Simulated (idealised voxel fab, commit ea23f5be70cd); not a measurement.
Process module under the name voxel gate over fins
Section cut is 290 nm wide and gridded with 5 nm square cells.
Bands, listed from the top down, are how a cross-section gets written in this document; the cross-section itself is a grid of square cells, and a band is one or more rows of them. Look at the band entry: it leads with the top's height and the bottom's height in nm. Then it lists the materials left to right, with a width in nm for each. The word "all across" on a single material says that material fills the band edge to edge. The word "empty" is empty space. We count height from 0. Below that, the starting wafer is all one material. The lowest band never ends at the bottom but goes on down; see "z 0 and below" for how that is written. A width given as "30->40" starts at the first number in the band's top row and ends at the second number in its bottom row, shifting by an equal amount at every step from row to row. No cell of the cross-section changed in a step that is given as "no alterations made". The entry titled "Completely sealed voids" provides the empty spaces that have no open way to the top, restricted to those of 8 cells or more. Each is presented as width x height at distance, the distance being measured from the left edge, with all three in nm. That trailing text on a step's line, after the settings, is the simulator's own remark on the step. Among the settings permitted on a step's line is "overlay nm"; applied to a step with a mask, it specifies the extent to which the mask lay to the right of its planned position, whereas a negative figure signifies a position to the left.

Planned process steps
1 RECEIVE (material Si)
2 CONFORMAL_DEP (material SiN; thk nm 5)
3 PATTERN (tone cover; mask id FINS; material resist; width nm 15; pitch nm 40; thk nm 15; overlay nm 0)
4 DIRECTIONAL_ETCH (etch materials SiN; depth nm 5)
5 DIRECTIONAL_ETCH (etch materials Si; depth nm 35)
6 STRIP (etch materials resist)
7 OXIDIZE (depth nm 5)
8 FILL_DEP (material SiO2; thk nm 5)
9 CMP (height nm 5)
10 SELECTIVE_ETCH (etch materials SiO2; depth nm 20)
11 STRIP (etch materials SiN)
12 CONFORMAL_DEP (material HfO2; thk nm 5)
13 CONFORMAL_DEP (material TiN; thk nm 5)
14 FILL_DEP (material W; thk nm 15)
15 CMP (height nm 20)
16 CONFORMAL_DEP (material SiN; thk nm 10)

This is the cross-section of the wafer as we received it, i.e. after step 1
z 0 and below: Si all across
Completely sealed voids: none

Cross-section: first of two wafers, module finished, run according to plan
z 30 to 20: SiN all across
z 20 to 10: W all across
z 10 to 5: 70 nm W | 25 nm TiN | 15 nm W | 25 nm TiN | 15 nm W | 25 nm TiN | 15 nm W | 25 nm TiN | 75 nm W
z 5 to 0: 70 nm W | 5 nm TiN | 15 nm HfO2 | 5 nm TiN | 15 nm W | 5 nm TiN | 15 nm HfO2 | 5 nm TiN | 15 nm W | 5 nm TiN | 15 nm HfO2 | 5 nm TiN | 15 nm W | 5 nm TiN | 15 nm HfO2 | 5 nm TiN | 75 nm W
z 0 to -5: 70 nm W | 5 nm TiN | 5 nm HfO2 | 5 nm Si | 5 nm HfO2 | 5 nm TiN | 15 nm W | 5 nm TiN | 5 nm HfO2 | 5 nm Si | 5 nm HfO2 | 5 nm TiN | 15 nm W | 5 nm TiN | 5 nm HfO2 | 5 nm Si | 5 nm HfO2 | 5 nm TiN | 15 nm W | 5 nm TiN | 5 nm HfO2 | 5 nm Si | 5 nm HfO2 | 5 nm TiN | 75 nm W
z -5 to -10: 75 nm TiN | 5 nm HfO2 | 5 nm Si | 5 nm HfO2 | 25 nm TiN | 5 nm HfO2 | 5 nm Si | 5 nm HfO2 | 25 nm TiN | 5 nm HfO2 | 5 nm Si | 5 nm HfO2 | 25 nm TiN | 5 nm HfO2 | 5 nm Si | 5 nm HfO2 | 80 nm TiN
z -10 to -15: 80 nm HfO2 | 5 nm Si | 35 nm HfO2 | 5 nm Si | 35 nm HfO2 | 5 nm Si | 35 nm HfO2 | 5 nm Si | 85 nm HfO2
z -15 to -40: 80 nm SiO2 | 5 nm Si | 35 nm SiO2 | 5 nm Si | 35 nm SiO2 | 5 nm Si | 35 nm SiO2 | 5 nm Si | 85 nm SiO2
z -40 and below: Si all across
Completely sealed voids: none

Cross-section, second wafer: same start as the first, same plan as the first, one mistake in running it; taken at the end of the module
z 30 to 20: SiN all across
z 20 to 10: W all across
z 10 to 5: 70 nm W | 25 nm HfO2 | 15 nm W | 25 nm HfO2 | 15 nm W | 25 nm HfO2 | 15 nm W | 25 nm HfO2 | 75 nm W
z 5 to 0: 70 nm W | 5 nm HfO2 | 15 nm TiN | 5 nm HfO2 | 15 nm W | 5 nm HfO2 | 15 nm TiN | 5 nm HfO2 | 15 nm W | 5 nm HfO2 | 15 nm TiN | 5 nm HfO2 | 15 nm W | 5 nm HfO2 | 15 nm TiN | 5 nm HfO2 | 75 nm W
z 0 to -5: 70 nm W | 5 nm HfO2 | 5 nm TiN | 5 nm Si | 5 nm TiN | 5 nm HfO2 | 15 nm W | 5 nm HfO2 | 5 nm TiN | 5 nm Si | 5 nm TiN | 5 nm HfO2 | 15 nm W | 5 nm HfO2 | 5 nm TiN | 5 nm Si | 5 nm TiN | 5 nm HfO2 | 15 nm W | 5 nm HfO2 | 5 nm TiN | 5 nm Si | 5 nm TiN | 5 nm HfO2 | 75 nm W
z -5 to -10: 75 nm HfO2 | 5 nm TiN | 5 nm Si | 5 nm TiN | 25 nm HfO2 | 5 nm TiN | 5 nm Si | 5 nm TiN | 25 nm HfO2 | 5 nm TiN | 5 nm Si | 5 nm TiN | 25 nm HfO2 | 5 nm TiN | 5 nm Si | 5 nm TiN | 80 nm HfO2
z -10 to -15: 80 nm TiN | 5 nm Si | 35 nm TiN | 5 nm Si | 35 nm TiN | 5 nm Si | 35 nm TiN | 5 nm Si | 85 nm TiN
z -15 to -40: 80 nm SiO2 | 5 nm Si | 35 nm SiO2 | 5 nm Si | 35 nm SiO2 | 5 nm Si | 35 nm SiO2 | 5 nm Si | 85 nm SiO2
z -40 and below: Si all across
Completely sealed voids: none
Want to know what went wrong? a sequencing error occurred in which plan steps 12 and 13 were transposed
at the end the second wafer has, in cells: as many of each material as the first, in other places
